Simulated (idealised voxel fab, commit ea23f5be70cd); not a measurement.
Proc. module: voxel trench capacitor
It is cross-section cut that appears here, measuring 285 nm in width, its square cells being 5 nm in size.
Cross-section format: a grid of square cells, given as bands from top to bottom; each band is one or more rows of cells.
Heights first: top, then bottom, in nm. Then materials, left to right, each with a width in nm. "everywhere" on a single material: fills the band edge to edge. "air": empty space.
Height datum 0, below which the as-received substrate wafer is one material. Lowest band open at the bottom, running downward: "from 0 down".
Quick explanation for "30 to 40": the width changes in equal steps down the rows of cells, from the first number in the band's top row to the second number in its bottom row.
"same as before" after a step means that no cell of the cross-section changed.
Empty spaces counting at least 8 cells and having no open way to the top are listed in "Enclosed void entries". The notation width x height at distance is used for each, the distance being from the left edge and all three values in nm.
Step line, after settings: the simulator's comment on this step.
The "overlay nm" setting may appear on a step's line; for a step that uses a mask, it gives how far to the right of its planned position the mask lay, and a negative value indicates the left.
If you're wondering how to read the rest of this, here's the deal. It's pairs of cross-sections: one from before a process step, one from after it. The after one is only drawn as far down as the lowest band that changed. Right under each pair you'll see which step sits between them and what its settings were. Don't read the pairs as one continuous story, though. They can come from different runs of this module on the same starting wafer, and a pair only carries on from the one above it where its entry headed "before" says so.

Before
> from 0 down: Si everywhere
> Enclosed void entries: none

Section After Processing
> from 10 to 0: SiN everywhere
> below 0: unchanged
> Enclosed void entries: none
So what happened between those two cross-sections up there? CONFORMAL_DEP: material SiN, thk nm 10

before: unchanged from the after cross-section in the pair immediately above; refer to that figure.

Section After Processing
> from 10 to 0: 100 nm SiN / 25 nm air / 30 nm SiN / 25 nm air / 105 nm SiN
> below 0: unchanged
> Enclosed void entries: none
So what happened between those two cross-sections up there? MASKED_ETCH: tone open, mask id TRENCH, width nm 25, pitch nm 55, etch materials SiN, depth nm 10, overlay nm 0

before: unchanged from the after cross-section in the pair immediately above; refer to that figure.

Section After Processing
> from 10 to 0: 100 nm SiN / 25 nm air / 30 nm SiN / 25 nm air / 105 nm SiN
> from 0 to -40: 100 nm Si / 25 nm air / 30 nm Si / 25 nm air / 105 nm Si
> below -40: unchanged
> Enclosed void entries: none
So what happened between those two cross-sections up there? MASKED_ETCH: tone open, mask id TRENCH, width nm 25, pitch nm 55, etch materials Si, depth nm 40, overlay nm 0

before: unchanged from the after cross-section in the pair immediately above; refer to that figure.

Section After Processing
> from 15 to 10: 105 nm HfO2 / 15 nm air / 40 nm HfO2 / 15 nm air / 110 nm HfO2
> from 10 to 0: 100 nm SiN / 5 nm HfO2 / 15 nm air / 5 nm HfO2 / 30 nm SiN / 5 nm HfO2 / 15 nm air / 5 nm HfO2 / 105 nm SiN
> from 0 to -35: 100 nm Si / 5 nm HfO2 / 15 nm air / 5 nm HfO2 / 30 nm Si / 5 nm HfO2 / 15 nm air / 5 nm HfO2 / 105 nm Si
> from -35 to -40: 100 nm Si / 25 nm HfO2 / 30 nm Si / 25 nm HfO2 / 105 nm Si
> below -40: unchanged
> Enclosed void entries: none
So what happened between those two cross-sections up there? CONFORMAL_DEP: material HfO2, thk nm 5

before: unchanged from the after cross-section in the pair immediately above; refer to that figure.

Section After Processing
> from 20 to 15: 110 nm TiN / 5 nm air / 50 nm TiN / 5 nm air / 115 nm TiN
> from 15 to 10: 105 nm HfO2 / 5 nm TiN / 5 nm air / 5 nm TiN / 40 nm HfO2 / 5 nm TiN / 5 nm air / 5 nm TiN / 110 nm HfO2
> from 10 to 0: 100 nm SiN / 5 nm HfO2 / 5 nm TiN / 5 nm air / 5 nm TiN / 5 nm HfO2 / 30 nm SiN / 5 nm HfO2 / 5 nm TiN / 5 nm air / 5 nm TiN / 5 nm HfO2 / 105 nm SiN
> from 0 to -30: 100 nm Si / 5 nm HfO2 / 5 nm TiN / 5 nm air / 5 nm TiN / 5 nm HfO2 / 30 nm Si / 5 nm HfO2 / 5 nm TiN / 5 nm air / 5 nm TiN / 5 nm HfO2 / 105 nm Si
> from -30 to -35: 100 nm Si / 5 nm HfO2 / 15 nm TiN / 5 nm HfO2 / 30 nm Si / 5 nm HfO2 / 15 nm TiN / 5 nm HfO2 / 105 nm Si
> below -35: unchanged
> Enclosed void entries: none
So what happened between those two cross-sections up there? CONFORMAL_DEP: material TiN, thk nm 5

before: unchanged from the after cross-section in the pair immediately above; refer to that figure.

Section After Processing
> from 30 to 20: W everywhere
> from 20 to 15: 110 nm TiN / 5 nm W / 50 nm TiN / 5 nm W / 115 nm TiN
> from 15 to 10: 105 nm HfO2 / 5 nm TiN / 5 nm W / 5 nm TiN / 40 nm HfO2 / 5 nm TiN / 5 nm W / 5 nm TiN / 110 nm HfO2
> from 10 to 0: 100 nm SiN / 5 nm HfO2 / 5 nm TiN / 5 nm W / 5 nm TiN / 5 nm HfO2 / 30 nm SiN / 5 nm HfO2 / 5 nm TiN / 5 nm W / 5 nm TiN / 5 nm HfO2 / 105 nm SiN
> from 0 to -30: 100 nm Si / 5 nm HfO2 / 5 nm TiN / 5 nm W / 5 nm TiN / 5 nm HfO2 / 30 nm Si / 5 nm HfO2 / 5 nm TiN / 5 nm W / 5 nm TiN / 5 nm HfO2 / 105 nm Si
> below -30: unchanged
> Enclosed void entries: none
So what happened between those two cross-sections up there? FILL_DEP: material W, thk nm 10

before: unchanged from the after cross-section in the pair immediately above; refer to that figure.

Section After Processing
> from 10 to 0: 100 nm SiN / 5 nm HfO2 / 5 nm TiN / 5 nm W / 5 nm TiN / 5 nm HfO2 / 30 nm SiN / 5 nm HfO2 / 5 nm TiN / 5 nm W / 5 nm TiN / 5 nm HfO2 / 105 nm SiN
> below 0: unchanged
> Enclosed void entries: none
So what happened between those two cross-sections up there? CMP: height nm 10

Before
> from 0 down: Si everywhere
> Enclosed void entries: none

Section After Processing
> from 0 to -40: 100 nm Si / 25 nm air / 30 nm Si / 25 nm air / 105 nm Si
> below -40: unchanged
> Enclosed void entries: none
So what happened between those two cross-sections up there? MASKED_ETCH: tone open, mask id TRENCH, width nm 25, pitch nm 55, etch materials Si, depth nm 40, overlay nm 0

before: unchanged from the after cross-section in the pair immediately above; refer to that figure.

Section After Processing
> from 5 to 0: 105 nm HfO2 / 15 nm air / 40 nm HfO2 / 15 nm air / 110 nm HfO2
> from 0 to -35: 100 nm Si / 5 nm HfO2 / 15 nm air / 5 nm HfO2 / 30 nm Si / 5 nm HfO2 / 15 nm air / 5 nm HfO2 / 105 nm Si
> from -35 to -40: 100 nm Si / 25 nm HfO2 / 30 nm Si / 25 nm HfO2 / 105 nm Si
> below -40: unchanged
> Enclosed void entries: none
So what happened between those two cross-sections up there? CONFORMAL_DEP: material HfO2, thk nm 5

before: unchanged from the after cross-section in the pair immediately above; refer to that figure.

Section After Processing
> from 10 to 5: 110 nm TiN / 5 nm air / 50 nm TiN / 5 nm air / 115 nm TiN
> from 5 to 0: 105 nm HfO2 / 5 nm TiN / 5 nm air / 5 nm TiN / 40 nm HfO2 / 5 nm TiN / 5 nm air / 5 nm TiN / 110 nm HfO2
> from 0 to -30: 100 nm Si / 5 nm HfO2 / 5 nm TiN / 5 nm air / 5 nm TiN / 5 nm HfO2 / 30 nm Si / 5 nm HfO2 / 5 nm TiN / 5 nm air / 5 nm TiN / 5 nm HfO2 / 105 nm Si
> from -30 to -35: 100 nm Si / 5 nm HfO2 / 15 nm TiN / 5 nm HfO2 / 30 nm Si / 5 nm HfO2 / 15 nm TiN / 5 nm HfO2 / 105 nm Si
> below -35: unchanged
> Enclosed void entries: none
So what happened between those two cross-sections up there? CONFORMAL_DEP: material TiN, thk nm 5

before: unchanged from the after cross-section in the pair immediately above; refer to that figure.

Section After Processing
> from 20 to 10: W everywhere
> from 10 to 5: 110 nm TiN / 5 nm W / 50 nm TiN / 5 nm W / 115 nm TiN
> from 5 to 0: 105 nm HfO2 / 5 nm TiN / 5 nm W / 5 nm TiN / 40 nm HfO2 / 5 nm TiN / 5 nm W / 5 nm TiN / 110 nm HfO2
> from 0 to -30: 100 nm Si / 5 nm HfO2 / 5 nm TiN / 5 nm W / 5 nm TiN / 5 nm HfO2 / 30 nm Si / 5 nm HfO2 / 5 nm TiN / 5 nm W / 5 nm TiN / 5 nm HfO2 / 105 nm Si
> below -30: unchanged
> Enclosed void entries: none
So what happened between those two cross-sections up there? FILL_DEP: material W, thk nm 10

before: unchanged from the after cross-section in the pair immediately above; refer to that figure.

Section After Processing
> from 10 to 5: 110 nm TiN / 5 nm W / 50 nm TiN / 5 nm W / 115 nm TiN
> below 5: unchanged
> Enclosed void entries: none
So what happened between those two cross-sections up there? CMP: height nm 10

Before
> from 10 to 0: 100 nm SiN / 25 nm air / 30 nm SiN / 25 nm air / 105 nm SiN
> from 0 to -40: 100 nm Si / 25 nm air / 30 nm Si / 25 nm air / 105 nm Si
> from -40 down: Si everywhere
> Enclosed void entries: none

Section After Processing
> from 10 to 0: 100 nm SiN / 25 nm air / 30 nm SiN / 25 nm air / 105 nm SiN
> from 0 to -80: 100 nm Si / 25 nm air / 30 nm Si / 25 nm air / 105 nm Si
> below -80: unchanged
> Enclosed void entries: none
So what happened between those two cross-sections up there? MASKED_ETCH: tone open, mask id TRENCH, width nm 25, pitch nm 55, etch materials Si, depth nm 40, overlay nm 0

before: unchanged from the after cross-section in the pair immediately above; refer to that figure.

Section After Processing
> from 15 to 10: 105 nm HfO2 / 15 nm air / 40 nm HfO2 / 15 nm air / 110 nm HfO2
> from 10 to 0: 100 nm SiN / 5 nm HfO2 / 15 nm air / 5 nm HfO2 / 30 nm SiN / 5 nm HfO2 / 15 nm air / 5 nm HfO2 / 105 nm SiN
> from 0 to -75: 100 nm Si / 5 nm HfO2 / 15 nm air / 5 nm HfO2 / 30 nm Si / 5 nm HfO2 / 15 nm air / 5 nm HfO2 / 105 nm Si
> from -75 to -80: 100 nm Si / 25 nm HfO2 / 30 nm Si / 25 nm HfO2 / 105 nm Si
> below -80: unchanged
> Enclosed void entries: none
So what happened between those two cross-sections up there? CONFORMAL_DEP: material HfO2, thk nm 5

before: unchanged from the after cross-section in the pair immediately above; refer to that figure.

Section After Processing
> from 20 to 15: 110 nm TiN / 5 nm air / 50 nm TiN / 5 nm air / 115 nm TiN
> from 15 to 10: 105 nm HfO2 / 5 nm TiN / 5 nm air / 5 nm TiN / 40 nm HfO2 / 5 nm TiN / 5 nm air / 5 nm TiN / 110 nm HfO2
> from 10 to 0: 100 nm SiN / 5 nm HfO2 / 5 nm TiN / 5 nm air / 5 nm TiN / 5 nm HfO2 / 30 nm SiN / 5 nm HfO2 / 5 nm TiN / 5 nm air / 5 nm TiN / 5 nm HfO2 / 105 nm SiN
> from 0 to -70: 100 nm Si / 5 nm HfO2 / 5 nm TiN / 5 nm air / 5 nm TiN / 5 nm HfO2 / 30 nm Si / 5 nm HfO2 / 5 nm TiN / 5 nm air / 5 nm TiN / 5 nm HfO2 / 105 nm Si
> from -70 to -75: 100 nm Si / 5 nm HfO2 / 15 nm TiN / 5 nm HfO2 / 30 nm Si / 5 nm HfO2 / 15 nm TiN / 5 nm HfO2 / 105 nm Si
> below -75: unchanged
> Enclosed void entries: none
So what happened between those two cross-sections up there? CONFORMAL_DEP: material TiN, thk nm 5

before: unchanged from the after cross-section in the pair immediately above; refer to that figure.

Section After Processing
> from 30 to 20: W everywhere
> from 20 to 15: 110 nm TiN / 5 nm W / 50 nm TiN / 5 nm W / 115 nm TiN
> from 15 to 10: 105 nm HfO2 / 5 nm TiN / 5 nm W / 5 nm TiN / 40 nm HfO2 / 5 nm TiN / 5 nm W / 5 nm TiN / 110 nm HfO2
> from 10 to 0: 100 nm SiN / 5 nm HfO2 / 5 nm TiN / 5 nm W / 5 nm TiN / 5 nm HfO2 / 30 nm SiN / 5 nm HfO2 / 5 nm TiN / 5 nm W / 5 nm TiN / 5 nm HfO2 / 105 nm SiN
> from 0 to -70: 100 nm Si / 5 nm HfO2 / 5 nm TiN / 5 nm W / 5 nm TiN / 5 nm HfO2 / 30 nm Si / 5 nm HfO2 / 5 nm TiN / 5 nm W / 5 nm TiN / 5 nm HfO2 / 105 nm Si
> below -70: unchanged
> Enclosed void entries: none
So what happened between those two cross-sections up there? FILL_DEP: material W, thk nm 10

before: unchanged from the after cross-section in the pair immediately above; refer to that figure.

Section After Processing
> from 10 to 0: 100 nm SiN / 5 nm HfO2 / 5 nm TiN / 5 nm W / 5 nm TiN / 5 nm HfO2 / 30 nm SiN / 5 nm HfO2 / 5 nm TiN / 5 nm W / 5 nm TiN / 5 nm HfO2 / 105 nm SiN
> below 0: unchanged
> Enclosed void entries: none
So what happened between those two cross-sections up there? CMP: height nm 10

Before
> from 10 to 0: 100 nm SiN / 25 nm air / 30 nm SiN / 25 nm air / 105 nm SiN
> from 0 to -40: 100 nm Si / 25 nm air / 30 nm Si / 25 nm air / 105 nm Si
> from -40 down: Si everywhere
> Enclosed void entries: none

Section After Processing
> from 15 to 10: 105 nm TiN / 15 nm air / 40 nm TiN / 15 nm air / 110 nm TiN
> from 10 to 0: 100 nm SiN / 5 nm TiN / 15 nm air / 5 nm TiN / 30 nm SiN / 5 nm TiN / 15 nm air / 5 nm TiN / 105 nm SiN
> from 0 to -35: 100 nm Si / 5 nm TiN / 15 nm air / 5 nm TiN / 30 nm Si / 5 nm TiN / 15 nm air / 5 nm TiN / 105 nm Si
> from -35 to -40: 100 nm Si / 25 nm TiN / 30 nm Si / 25 nm TiN / 105 nm Si
> below -40: unchanged
> Enclosed void entries: none
So what happened between those two cross-sections up there? CONFORMAL_DEP: material TiN, thk nm 5

before: unchanged from the after cross-section in the pair immediately above; refer to that figure.

Section After Processing
> from 20 to 15: 110 nm HfO2 / 5 nm air / 50 nm HfO2 / 5 nm air / 115 nm HfO2
> from 15 to 10: 105 nm TiN / 5 nm HfO2 / 5 nm air / 5 nm HfO2 / 40 nm TiN / 5 nm HfO2 / 5 nm air / 5 nm HfO2 / 110 nm TiN
> from 10 to 0: 100 nm SiN / 5 nm TiN / 5 nm HfO2 / 5 nm air / 5 nm HfO2 / 5 nm TiN / 30 nm SiN / 5 nm TiN / 5 nm HfO2 / 5 nm air / 5 nm HfO2 / 5 nm TiN / 105 nm SiN
> from 0 to -30: 100 nm Si / 5 nm TiN / 5 nm HfO2 / 5 nm air / 5 nm HfO2 / 5 nm TiN / 30 nm Si / 5 nm TiN / 5 nm HfO2 / 5 nm air / 5 nm HfO2 / 5 nm TiN / 105 nm Si
> from -30 to -35: 100 nm Si / 5 nm TiN / 15 nm HfO2 / 5 nm TiN / 30 nm Si / 5 nm TiN / 15 nm HfO2 / 5 nm TiN / 105 nm Si
> below -35: unchanged
> Enclosed void entries: none
So what happened between those two cross-sections up there? CONFORMAL_DEP: material HfO2, thk nm 5

before: unchanged from the after cross-section in the pair immediately above; refer to that figure.

Section After Processing
> from 30 to 20: W everywhere
> from 20 to 15: 110 nm HfO2 / 5 nm W / 50 nm HfO2 / 5 nm W / 115 nm HfO2
> from 15 to 10: 105 nm TiN / 5 nm HfO2 / 5 nm W / 5 nm HfO2 / 40 nm TiN / 5 nm HfO2 / 5 nm W / 5 nm HfO2 / 110 nm TiN
> from 10 to 0: 100 nm SiN / 5 nm TiN / 5 nm HfO2 / 5 nm W / 5 nm HfO2 / 5 nm TiN / 30 nm SiN / 5 nm TiN / 5 nm HfO2 / 5 nm W / 5 nm HfO2 / 5 nm TiN / 105 nm SiN
> from 0 to -30: 100 nm Si / 5 nm TiN / 5 nm HfO2 / 5 nm W / 5 nm HfO2 / 5 nm TiN / 30 nm Si / 5 nm TiN / 5 nm HfO2 / 5 nm W / 5 nm HfO2 / 5 nm TiN / 105 nm Si
> below -30: unchanged
> Enclosed void entries: none
So what happened between those two cross-sections up there? FILL_DEP: material W, thk nm 10

before: unchanged from the after cross-section in the pair immediately above; refer to that figure.

Section After Processing
> from 10 to 0: 100 nm SiN / 5 nm TiN / 5 nm HfO2 / 5 nm W / 5 nm HfO2 / 5 nm TiN / 30 nm SiN / 5 nm TiN / 5 nm HfO2 / 5 nm W / 5 nm HfO2 / 5 nm TiN / 105 nm SiN
> below 0: unchanged
> Enclosed void entries: none
So what happened between those two cross-sections up there? CMP: height nm 10

Before
> from 30 to 20: W everywhere
> from 20 to 15: 110 nm TiN / 5 nm W / 50 nm TiN / 5 nm W / 115 nm TiN
> from 15 to 10: 105 nm HfO2 / 5 nm TiN / 5 nm W / 5 nm TiN / 40 nm HfO2 / 5 nm TiN / 5 nm W / 5 nm TiN / 110 nm HfO2
> from 10 to 0: 100 nm SiN / 5 nm HfO2 / 5 nm TiN / 5 nm W / 5 nm TiN / 5 nm HfO2 / 30 nm SiN / 5 nm HfO2 / 5 nm TiN / 5 nm W / 5 nm TiN / 5 nm HfO2 / 105 nm SiN
> from 0 to -30: 100 nm Si / 5 nm HfO2 / 5 nm TiN / 5 nm W / 5 nm TiN / 5 nm HfO2 / 30 nm Si / 5 nm HfO2 / 5 nm TiN / 5 nm W / 5 nm TiN / 5 nm HfO2 / 105 nm Si
> from -30 to -35: 100 nm Si / 5 nm HfO2 / 15 nm TiN / 5 nm HfO2 / 30 nm Si / 5 nm HfO2 / 15 nm TiN / 5 nm HfO2 / 105 nm Si
> from -35 to -40: 100 nm Si / 25 nm HfO2 / 30 nm Si / 25 nm HfO2 / 105 nm Si
> from -40 down: Si everywhere
> Enclosed void entries: none

Section After Processing
> from 0 to -30: 100 nm Si / 5 nm HfO2 / 5 nm TiN / 5 nm W / 5 nm TiN / 5 nm HfO2 / 30 nm Si / 5 nm HfO2 / 5 nm TiN / 5 nm W / 5 nm TiN / 5 nm HfO2 / 105 nm Si
> below -30: unchanged
> Enclosed void entries: none
So what happened between those two cross-sections up there? CMP: height nm 0

Before
> from 10 to 0: 100 nm SiN / 25 nm air / 30 nm SiN / 25 nm air / 105 nm SiN
> from 0 down: Si everywhere
> Enclosed void entries: none

Section After Processing
> from 10 to 0: 100 nm SiN / 25 nm air / 30 nm SiN / 25 nm air / 105 nm SiN
> from 0 to -40: 105 nm Si / 15 nm air / 40 nm Si / 15 nm air / 110 nm Si
> below -40: unchanged
> Enclosed void entries: none
So what happened between those two cross-sections up there? MASKED_ETCH: tone open, mask id TRENCH, width nm 15, pitch nm 55, etch materials Si, depth nm 40, overlay nm 0

before: unchanged from the after cross-section in the pair immediately above; refer to that figure.

Section After Processing
> from 15 to 10: 105 nm HfO2 / 15 nm air / 40 nm HfO2 / 15 nm air / 110 nm HfO2
> from 10 to 0: 100 nm SiN / 5 to 10 nm HfO2 / 15 to 5 nm air / 5 to 10 nm HfO2 / 30 nm SiN / 5 to 10 nm HfO2 / 15 to 5 nm air / 5 to 10 nm HfO2 / 105 nm SiN
> from 0 to -35: 105 nm Si / 5 nm HfO2 / 5 nm air / 5 nm HfO2 / 40 nm Si / 5 nm HfO2 / 5 nm air / 5 nm HfO2 / 110 nm Si
> from -35 to -40: 105 nm Si / 15 nm HfO2 / 40 nm Si / 15 nm HfO2 / 110 nm Si
> below -40: unchanged
> Enclosed void entries: none
So what happened between those two cross-sections up there? CONFORMAL_DEP: material HfO2, thk nm 5

before: unchanged from the after cross-section in the pair immediately above; refer to that figure.

Section After Processing
> from 20 to 15: 110 nm TiN / 5 nm air / 50 nm TiN / 5 nm air / 115 nm TiN
> from 15 to 10: 105 nm HfO2 / 5 nm TiN / 5 nm air / 5 nm TiN / 40 nm HfO2 / 5 nm TiN / 5 nm air / 5 nm TiN / 110 nm HfO2
> from 10 to 0: 100 nm SiN / 5 to 10 nm HfO2 / 15 to 5 nm TiN / 5 to 10 nm HfO2 / 30 nm SiN / 5 to 10 nm HfO2 / 15 to 5 nm TiN / 5 to 10 nm HfO2 / 105 nm SiN
> from 0 to -35: 105 nm Si / 5 nm HfO2 / 5 nm TiN / 5 nm HfO2 / 40 nm Si / 5 nm HfO2 / 5 nm TiN / 5 nm HfO2 / 110 nm Si
> below -35: unchanged
> Enclosed void entries: none
So what happened between those two cross-sections up there? CONFORMAL_DEP: material TiN, thk nm 5

before: unchanged from the after cross-section in the pair immediately above; refer to that figure.

Section After Processing
> from 30 to 20: W everywhere
> from 20 to 15: 110 nm TiN / 5 nm W / 50 nm TiN / 5 nm W / 115 nm TiN
> from 15 to 10: 105 nm HfO2 / 5 nm TiN / 5 nm W / 5 nm TiN / 40 nm HfO2 / 5 nm TiN / 5 nm W / 5 nm TiN / 110 nm HfO2
> below 10: unchanged
> Enclosed void entries: none
So what happened between those two cross-sections up there? FILL_DEP: material W, thk nm 10

before: unchanged from the after cross-section in the pair immediately above; refer to that figure.

Section After Processing
> from 10 to 0: 100 nm SiN / 5 to 10 nm HfO2 / 15 to 5 nm TiN / 5 to 10 nm HfO2 / 30 nm SiN / 5 to 10 nm HfO2 / 15 to 5 nm TiN / 5 to 10 nm HfO2 / 105 nm SiN
> below 0: unchanged
> Enclosed void entries: none
So what happened between those two cross-sections up there? CMP: height nm 10

Before
> from 10 to 0: SiN everywhere
> from 0 down: Si everywhere
> Enclosed void entries: none

Section After Processing
> from 10 to 0: 105 nm SiN / 25 nm air / 30 nm SiN / 25 nm air / 100 nm SiN
> below 0: unchanged
> Enclosed void entries: none
So what happened between those two cross-sections up there? MASKED_ETCH: tone open, mask id TRENCH, width nm 25, pitch nm 55, etch materials SiN, depth nm 10, overlay nm 5

before: unchanged from the after cross-section in the pair immediately above; refer to that figure.

Section After Processing
> from 10 to 0: 105 nm SiN / 25 nm air / 30 nm SiN / 25 nm air / 100 nm SiN
> from 0 to -40: 105 nm Si / 20 nm air / 35 nm Si / 20 nm air / 105 nm Si
> below -40: unchanged
> Enclosed void entries: none
So what happened between those two cross-sections up there? MASKED_ETCH: tone open, mask id TRENCH, width nm 25, pitch nm 55, etch materials Si, depth nm 40, overlay nm 0

before: unchanged from the after cross-section in the pair immediately above; refer to that figure.

Section After Processing
> from 15 to 10: 110 nm HfO2 / 15 nm air / 40 nm HfO2 / 15 nm air / 105 nm HfO2
> from 10 to 0: 105 nm SiN / 5 nm HfO2 / 15 to 10 nm air / 5 to 10 nm HfO2 / 30 nm SiN / 5 nm HfO2 / 15 to 10 nm air / 5 to 10 nm HfO2 / 100 nm SiN
> from 0 to -35: 105 nm Si / 5 nm HfO2 / 10 nm air / 5 nm HfO2 / 35 nm Si / 5 nm HfO2 / 10 nm air / 5 nm HfO2 / 105 nm Si
> from -35 to -40: 105 nm Si / 20 nm HfO2 / 35 nm Si / 20 nm HfO2 / 105 nm Si
> below -40: unchanged
> Enclosed void entries: none
So what happened between those two cross-sections up there? CONFORMAL_DEP: material HfO2, thk nm 5

before: unchanged from the after cross-section in the pair immediately above; refer to that figure.

Section After Processing
> from 20 to 15: 115 nm TiN / 5 nm air / 50 nm TiN / 5 nm air / 110 nm TiN
> from 15 to 10: 110 nm HfO2 / 5 nm TiN / 5 nm air / 5 nm TiN / 40 nm HfO2 / 5 nm TiN / 5 nm air / 5 nm TiN / 105 nm HfO2
> from 10 to 0: 105 nm SiN / 5 nm HfO2 / 15 to 10 nm TiN / 5 to 10 nm HfO2 / 30 nm SiN / 5 nm HfO2 / 15 to 10 nm TiN / 5 to 10 nm HfO2 / 100 nm SiN
> from 0 to -35: 105 nm Si / 5 nm HfO2 / 10 nm TiN / 5 nm HfO2 / 35 nm Si / 5 nm HfO2 / 10 nm TiN / 5 nm HfO2 / 105 nm Si
> below -35: unchanged
> Enclosed void entries: none
So what happened between those two cross-sections up there? CONFORMAL_DEP: material TiN, thk nm 5

before: unchanged from the after cross-section in the pair immediately above; refer to that figure.

Section After Processing
> from 30 to 20: W everywhere
> from 20 to 15: 115 nm TiN / 5 nm W / 50 nm TiN / 5 nm W / 110 nm TiN
> from 15 to 10: 110 nm HfO2 / 5 nm TiN / 5 nm W / 5 nm TiN / 40 nm HfO2 / 5 nm TiN / 5 nm W / 5 nm TiN / 105 nm HfO2
> below 10: unchanged
> Enclosed void entries: none
So what happened between those two cross-sections up there? FILL_DEP: material W, thk nm 10

before: unchanged from the after cross-section in the pair immediately above; refer to that figure.

Section After Processing
> from 10 to 0: 105 nm SiN / 5 nm HfO2 / 15 to 10 nm TiN / 5 to 10 nm HfO2 / 30 nm SiN / 5 nm HfO2 / 15 to 10 nm TiN / 5 to 10 nm HfO2 / 100 nm SiN
> below 0: unchanged
> Enclosed void entries: none
So what happened between those two cross-sections up there? CMP: height nm 10

Before
> from 20 to 15: 110 nm TiN / 5 nm air / 50 nm TiN / 5 nm air / 115 nm TiN
> from 15 to 10: 105 nm HfO2 / 5 nm TiN / 5 nm air / 5 nm TiN / 40 nm HfO2 / 5 nm TiN / 5 nm air / 5 nm TiN / 110 nm HfO2
> from 10 to 0: 100 nm SiN / 5 nm HfO2 / 5 nm TiN / 5 nm air / 5 nm TiN / 5 nm HfO2 / 30 nm SiN / 5 nm HfO2 / 5 nm TiN / 5 nm air / 5 nm TiN / 5 nm HfO2 / 105 nm SiN
> from 0 to -30: 100 nm Si / 5 nm HfO2 / 5 nm TiN / 5 nm air / 5 nm TiN / 5 nm HfO2 / 30 nm Si / 5 nm HfO2 / 5 nm TiN / 5 nm air / 5 nm TiN / 5 nm HfO2 / 105 nm Si
> from -30 to -35: 100 nm Si / 5 nm HfO2 / 15 nm TiN / 5 nm HfO2 / 30 nm Si / 5 nm HfO2 / 15 nm TiN / 5 nm HfO2 / 105 nm Si
> from -35 to -40: 100 nm Si / 25 nm HfO2 / 30 nm Si / 25 nm HfO2 / 105 nm Si
> from -40 down: Si everywhere
> Enclosed void entries: none

Section After Processing
> from 30 to 20: HfO2 everywhere
> from 20 to 15: 110 nm TiN / 5 nm HfO2 / 50 nm TiN / 5 nm HfO2 / 115 nm TiN
> from 15 to 10: 105 nm HfO2 / 5 nm TiN / 5 nm HfO2 / 5 nm TiN / 40 nm HfO2 / 5 nm TiN / 5 nm HfO2 / 5 nm TiN / 110 nm HfO2
> from 10 to 0: 100 nm SiN / 5 nm HfO2 / 5 nm TiN / 5 nm HfO2 / 5 nm TiN / 5 nm HfO2 / 30 nm SiN / 5 nm HfO2 / 5 nm TiN / 5 nm HfO2 / 5 nm TiN / 5 nm HfO2 / 105 nm SiN
> from 0 to -30: 100 nm Si / 5 nm HfO2 / 5 nm TiN / 5 nm HfO2 / 5 nm TiN / 5 nm HfO2 / 30 nm Si / 5 nm HfO2 / 5 nm TiN / 5 nm HfO2 / 5 nm TiN / 5 nm HfO2 / 105 nm Si
> below -30: unchanged
> Enclosed void entries: none
So what happened between those two cross-sections up there? FILL_DEP: material HfO2, thk nm 10

before: unchanged from the after cross-section in the pair immediately above; refer to that figure.

Section After Processing
> from 10 to 0: 100 nm SiN / 5 nm HfO2 / 5 nm TiN / 5 nm HfO2 / 5 nm TiN / 5 nm HfO2 / 30 nm SiN / 5 nm HfO2 / 5 nm TiN / 5 nm HfO2 / 5 nm TiN / 5 nm HfO2 / 105 nm SiN
> below 0: unchanged
> Enclosed void entries: none
So what happened between those two cross-sections up there? CMP: height nm 10

Before
> from 10 to 0: SiN everywhere
> from 0 down: Si everywhere
> Enclosed void entries: none

Section After Processing
> from 10 to 0: 100 nm air / 25 nm SiN / 30 nm air / 25 nm SiN / 105 nm air
> below 0: unchanged
> Enclosed void entries: none
So what happened between those two cross-sections up there? MASKED_ETCH: tone cover, mask id TRENCH, width nm 25, pitch nm 55, etch materials SiN, depth nm 10, overlay nm 0

before: unchanged from the after cross-section in the pair immediately above; refer to that figure.

Section After Processing
> from 15 to 10: 95 nm air / 35 nm HfO2 / 20 nm air / 35 nm HfO2 / 100 nm air
> from 10 to 5: 95 nm air / 5 nm HfO2 / 25 nm SiN / 5 nm HfO2 / 20 nm air / 5 nm HfO2 / 25 nm SiN / 5 nm HfO2 / 100 nm air
> from 5 to 0: 100 nm HfO2 / 25 nm SiN / 30 nm HfO2 / 25 nm SiN / 105 nm HfO2
> below 0: unchanged
> Enclosed void entries: none
So what happened between those two cross-sections up there? CONFORMAL_DEP: material HfO2, thk nm 5

before: unchanged from the after cross-section in the pair immediately above; refer to that figure.

Section After Processing
> from 20 to 15: 90 nm air / 45 nm TiN / 10 nm air / 45 nm TiN / 95 nm air
> from 15 to 10: 90 nm air / 5 nm TiN / 35 nm HfO2 / 5 nm TiN / 10 nm air / 5 nm TiN / 35 nm HfO2 / 5 nm TiN / 95 nm air
> from 10 to 5: 95 nm TiN / 5 nm HfO2 / 25 nm SiN / 5 nm HfO2 / 20 nm TiN / 5 nm HfO2 / 25 nm SiN / 5 nm HfO2 / 100 nm TiN
> below 5: unchanged
> Enclosed void entries: none
So what happened between those two cross-sections up there? CONFORMAL_DEP: material TiN, thk nm 5

before: unchanged from the after cross-section in the pair immediately above; refer to that figure.

Section After Processing
> from 30 to 20: W everywhere
> from 20 to 15: 90 nm W / 45 nm TiN / 10 nm W / 45 nm TiN / 95 nm W
> from 15 to 10: 90 nm W / 5 nm TiN / 35 nm HfO2 / 5 nm TiN / 10 nm W / 5 nm TiN / 35 nm HfO2 / 5 nm TiN / 95 nm W
> below 10: unchanged
> Enclosed void entries: none
So what happened between those two cross-sections up there? FILL_DEP: material W, thk nm 10

before: unchanged from the after cross-section in the pair immediately above; refer to that figure.

Section After Processing
> from 10 to 5: 95 nm TiN / 5 nm HfO2 / 25 nm SiN / 5 nm HfO2 / 20 nm TiN / 5 nm HfO2 / 25 nm SiN / 5 nm HfO2 / 100 nm TiN
> below 5: unchanged
> Enclosed void entries: none
So what happened between those two cross-sections up there? CMP: height nm 10
